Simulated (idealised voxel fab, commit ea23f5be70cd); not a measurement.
Process module in this document: voxel ribs on slabs
For reference, the cross-section in this document is cut, with width 270 nm and square cells of 5 nm.
A cross-section is written here as square cells arranged in a grid, and it is given in bands from the top down, each band taking up one or more rows of cells.
First you get the band's top height and its bottom height, in nm, and then the materials it's made of, left to right, with each width in nm. If you see a single material with "full width", that one covers the band edge to edge. "empty" is empty space.
Below 0: as-received wafer, all one material; heights counted from there. Lowest band: no bottom, goes on down, written "0 nm and below".
Top row gets the first number, bottom row gets the second, and each row in between changes by the same step: that is how a band width like "30..40" works.
Given "all unchanged" for a step, no cell of the cross-section differs between before and after that step.
Entry "Encapsulated voids". Content: empty spaces with no open connection to the top, size 8 cells or greater. Each: width x height at distance. Distance: from left edge. Unit: nm.
Note: text after step settings on the step line = simulator remark on that step.
What "overlay nm" on a step's line means: if the step has a mask, that mask lay this far to the right of its planned place, or, when the value is negative, to the left.

**Steps in the process plan**
1: RECEIVE [material Si]
2: DIRECTIONAL_DEP [material SiO2] [thk nm 25]
3: DIRECTIONAL_DEP [material polySi] [thk nm 25]
4: DIRECTIONAL_DEP [material aC] [thk nm 15]
5: PATTERN [tone cover] [mask id RIB] [material resist] [width nm 20] [thk nm 30] [overlay nm 0]
6: DIRECTIONAL_ETCH [etch materials aC] [depth nm 15]
7: STRIP [etch materials resist]
8: DIRECTIONAL_ETCH [etch materials polySi] [depth nm 15]
9: STRIP [etch materials aC]
10: MASKED_ETCH [tone cover] [mask id SLAB] [width nm 70] [etch materials polySi] [depth nm 10] [overlay nm 0]
11: FILL_DEP [material SiO2] [thk nm 30]
12: CMP [height nm 70]
13: DIRECTIONAL_DEP [material TiN] [thk nm 10]
14: MASKED_ETCH [tone cover] [mask id HEATER] [width nm 30] [etch materials TiN] [depth nm 10] [overlay nm 0]
15: CONFORMAL_DEP [material SiO2] [thk nm 10]

**As-received state of the wafer in cross-section, equivalent to post-step 1**
> 0 nm and below: Si full width
> Encapsulated voids: none

**Cross-sectional result after module completion. Note: starting condition and plan are unchanged from above; one processing mistake was made**
> 90 nm to 80 nm: empty (110) / SiO2 (50) / empty (110)
> 80 nm to 70 nm: SiO2 (120) / TiN (30) / SiO2 (120)
> 70 nm to 50 nm: SiO2 full width
> 50 nm to 35 nm: SiO2 (115) / polySi (20) / SiO2 (135)
> 35 nm to 25 nm: SiO2 (100) / polySi (70) / SiO2 (100)
> 25 nm to 0 nm: SiO2 full width
> 0 nm and below: Si full width
> Encapsulated voids: none
Misprocessing identified: heads up, step 5 didn't go per plan, it actually ran as PATTERN [tone cover] [mask id RIB] [material resist] [width nm 20] [thk nm 30] [overlay nm -10]
